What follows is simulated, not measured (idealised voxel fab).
The process module presented herein is designated voxel wiring stack.
FYI the section here is cut, 180 nm wide, cells are 5 nm squares.
Cross-section, as written here: a square-cell grid given band by band from the top down, where a band holds one or more rows of cells. Read a band's entry like this: the first values are the height of its top and the height of its bottom in nm, and what follows is the sequence of materials from left to right, each with its width in nm. Note that "empty" is empty space, and that a single material marked "edge to edge" reaches across the band from edge to edge. Heights are expressed relative to 0, this being the level below which the as-received wafer comprises one material exclusively. The lowest band is unbounded in the downward direction and is denoted as in "0 and below". Per-row width for "30->40": begins at first number (top row of band), ends at second number (bottom row), increment between rows held constant. Take "stayed the same" at face value: in the step it is given for, the cross-section changed in none of its cells. So "Trapped voids" is basically the list of trapped voids: any empty space of 8 cells or more that can't reach the top through an opening. They're written width x height at distance, the distance being from the left edge, and it's all nm. Where a step's line continues beyond its settings, the continuation is a remark by the simulator itself on that step. overlay nm: on a step with a mask, how far right of its planned place the mask lay; negative means left.

**Listed below are the process steps as planned**
step 1: RECEIVE, material Si
step 2: CONFORMAL_DEP, material SiO2, thk nm 10
step 3: DIRECTIONAL_DEP, material TiN, thk nm 5
step 4: DIRECTIONAL_DEP, material Ru, thk nm 15
step 5: DIRECTIONAL_DEP, material aC, thk nm 15
step 6: PATTERN, tone cover, mask id METAL_1, material resist, width nm 20, pitch nm 50, thk nm 35, overlay nm 0
step 7: DIRECTIONAL_ETCH, etch materials aC, depth nm 15
step 8: STRIP, etch materials resist
step 9: DIRECTIONAL_ETCH, etch materials Ru, depth nm 15
step 10: DIRECTIONAL_ETCH, etch materials TiN, depth nm 5
step 11: STRIP, etch materials aC
step 12: FILL_DEP, material SiO2, thk nm 10
step 13: CMP, height nm 30
step 14: CONFORMAL_DEP, material SiCN, thk nm 5
step 15: DIRECTIONAL_DEP, material lowk, thk nm 15
step 16: MASKED_ETCH, tone open, mask id PLUG_1, width nm 15, pitch nm 100, etch materials lowk, depth nm 15, overlay nm 0
step 17: MASKED_ETCH, tone open, mask id PLUG_1, width nm 15, pitch nm 100, etch materials SiCN, depth nm 5, overlay nm 0
step 18: CONFORMAL_DEP, material TiN, thk nm 5
step 19: FILL_DEP, material Cu, thk nm 10
step 20: CMP, height nm 50
step 21: CONFORMAL_DEP, material SiCN, thk nm 5
step 22: DIRECTIONAL_DEP, material SiO2, thk nm 15
step 23: MASKED_ETCH, tone open, mask id METAL_2, width nm 20, pitch nm 50, etch materials SiO2, depth nm 15, overlay nm 0
step 24: MASKED_ETCH, tone open, mask id METAL_2, width nm 20, pitch nm 50, etch materials SiCN, depth nm 5, overlay nm 0
step 25: CONFORMAL_DEP, material TiN, thk nm 5
step 26: FILL_DEP, material Ru, thk nm 5
step 27: CMP, height nm 70
step 28: CONFORMAL_DEP, material SiCN, thk nm 5
step 29: DIRECTIONAL_DEP, material SiO2, thk nm 15
step 30: MASKED_ETCH, tone open, mask id PLUG_2, width nm 15, pitch nm 100, etch materials SiO2, depth nm 15, overlay nm 0
step 31: MASKED_ETCH, tone open, mask id PLUG_2, width nm 15, pitch nm 100, etch materials SiCN, depth nm 5, overlay nm 0
step 32: EPI, material Ru, thk nm 10
step 33: EPI, material Ru, thk nm 10
step 34: CONFORMAL_DEP, material SiN, thk nm 5
step 35: DIRECTIONAL_DEP, material lowk, thk nm 15
step 36: MASKED_ETCH, tone open, mask id METAL_3, width nm 20, pitch nm 50, etch materials lowk, depth nm 15, overlay nm 0
step 37: MASKED_ETCH, tone open, mask id METAL_3, width nm 20, pitch nm 50, etch materials SiN, depth nm 5, overlay nm 0
step 38: CONFORMAL_DEP, material TiN, thk nm 5
step 39: FILL_DEP, material Cu, thk nm 10
step 40: CMP, height nm 110
step 41: EPI, material Ru, thk nm 5
step 42: FILL_DEP, material SiCN, thk nm 5
step 43: DIRECTIONAL_DEP, material SiO2, thk nm 25
step 44: MASKED_ETCH, tone open, mask id METAL_4, width nm 20, pitch nm 50, etch materials SiO2, depth nm 15, overlay nm 0
step 45: MASKED_ETCH, tone open, mask id METAL_4_HOLES, width nm 15, pitch nm 50, etch materials SiO2, depth nm 10, overlay nm 0
step 46: MASKED_ETCH, tone open, mask id METAL_4_HOLES, width nm 15, pitch nm 50, etch materials SiCN, depth nm 5, overlay nm 0
step 47: CONFORMAL_DEP, material TiN, thk nm 5
step 48: FILL_DEP, material Cu, thk nm 10
step 49: CMP, height nm 145
step 50: CONFORMAL_DEP, material SiN, thk nm 5

**Wafer at receipt (post step 1), cross-section**
    0 and below: Si edge to edge
    Trapped voids: none

**This is how the wafer looks in cross-section once the module is done, given the starting state and plan above and one mistake in carrying the plan out**
    150 down to 145: SiN edge to edge
    145 down to 135: SiO2 30 nm, then TiN 5 nm, then Cu 10 nm, then TiN 5 nm, then SiO2 30 nm, then TiN 5 nm, then Cu 10 nm, then TiN 5 nm, then SiO2 30 nm, then TiN 5 nm, then Cu 10 nm, then TiN 5 nm, then SiO2 30 nm
    135 down to 130: SiO2 30 nm, then TiN 5 nm, then Cu 5 nm, then TiN 10 nm, then SiO2 30 nm, then TiN 5 nm, then Cu 5 nm, then TiN 10 nm, then SiO2 30 nm, then TiN 5 nm, then Cu 5 nm, then TiN 10 nm, then SiO2 30 nm
    130 down to 120: SiO2 30 nm, then TiN 5 nm, then Cu 5 nm, then TiN 5 nm, then SiO2 35 nm, then TiN 5 nm, then Cu 5 nm, then TiN 5 nm, then SiO2 35 nm, then TiN 5 nm, then Cu 5 nm, then TiN 5 nm, then SiO2 35 nm
    120 down to 115: SiCN 30 nm, then TiN 15 nm, then SiCN 35 nm, then TiN 15 nm, then SiCN 35 nm, then TiN 15 nm, then SiCN 35 nm
    115 down to 110: Ru edge to edge
    110 down to 100: Cu 20 nm, then TiN 5 nm, then lowk 5 nm, then TiN 5 nm, then Cu 85 nm, then TiN 5 nm, then lowk 5 nm, then TiN 5 nm, then Cu 45 nm
    100 down to 95: TiN 25 nm, then lowk 5 nm, then TiN 5 nm, then Cu 10 nm, then TiN 40 nm, then Cu 10 nm, then TiN 30 nm, then lowk 5 nm, then TiN 5 nm, then Cu 10 nm, then TiN 35 nm
    95 down to 90: lowk 25 nm, then SiN 5 nm, then TiN 20 nm, then lowk 30 nm, then TiN 5 nm, then Cu 10 nm, then TiN 5 nm, then lowk 25 nm, then SiN 5 nm, then TiN 20 nm, then lowk 30 nm
    90 down to 80: lowk 25 nm, then SiN 5 nm, then SiO2 15 nm, then SiN 5 nm, then lowk 30 nm, then TiN 5 nm, then Cu 10 nm, then TiN 5 nm, then lowk 25 nm, then SiN 5 nm, then SiO2 15 nm, then SiN 5 nm, then lowk 30 nm
    80 down to 75: SiN 30 nm, then SiO2 15 nm, then SiN 35 nm, then TiN 20 nm, then SiN 30 nm, then SiO2 15 nm, then SiN 35 nm
    75 down to 70: SiCN edge to edge
    70 down to 55: SiO2 30 nm, then TiN 5 nm, then Ru 10 nm, then TiN 5 nm, then SiO2 30 nm, then TiN 5 nm, then Ru 10 nm, then TiN 5 nm, then SiO2 30 nm, then TiN 5 nm, then Ru 10 nm, then TiN 5 nm, then SiO2 30 nm
    55 down to 50: SiCN 30 nm, then TiN 20 nm, then SiCN 30 nm, then TiN 20 nm, then SiCN 30 nm, then TiN 20 nm, then SiCN 30 nm
    50 down to 35: lowk 30 nm, then TiN 5 nm, then Cu 5 nm, then TiN 5 nm, then lowk 85 nm, then TiN 5 nm, then Cu 5 nm, then TiN 5 nm, then lowk 35 nm
    35 down to 30: SiCN 30 nm, then TiN 15 nm, then SiCN 85 nm, then TiN 15 nm, then SiCN 35 nm
    30 down to 15: SiO2 30 nm, then Ru 20 nm, then SiO2 30 nm, then Ru 20 nm, then SiO2 30 nm, then Ru 20 nm, then SiO2 30 nm
    15 down to 10: SiO2 30 nm, then TiN 20 nm, then SiO2 30 nm, then TiN 20 nm, then SiO2 30 nm, then TiN 20 nm, then SiO2 30 nm
    10 down to 0: SiO2 edge to edge
    0 and below: Si edge to edge
    Trapped voids: none
Where did the run depart from the plan? step 30 ran differently from the plan; actual operation with settings: MASKED_ETCH, tone cover, mask id PLUG_2, width nm 15, pitch nm 100, etch materials SiO2, depth nm 15, overlay nm 0
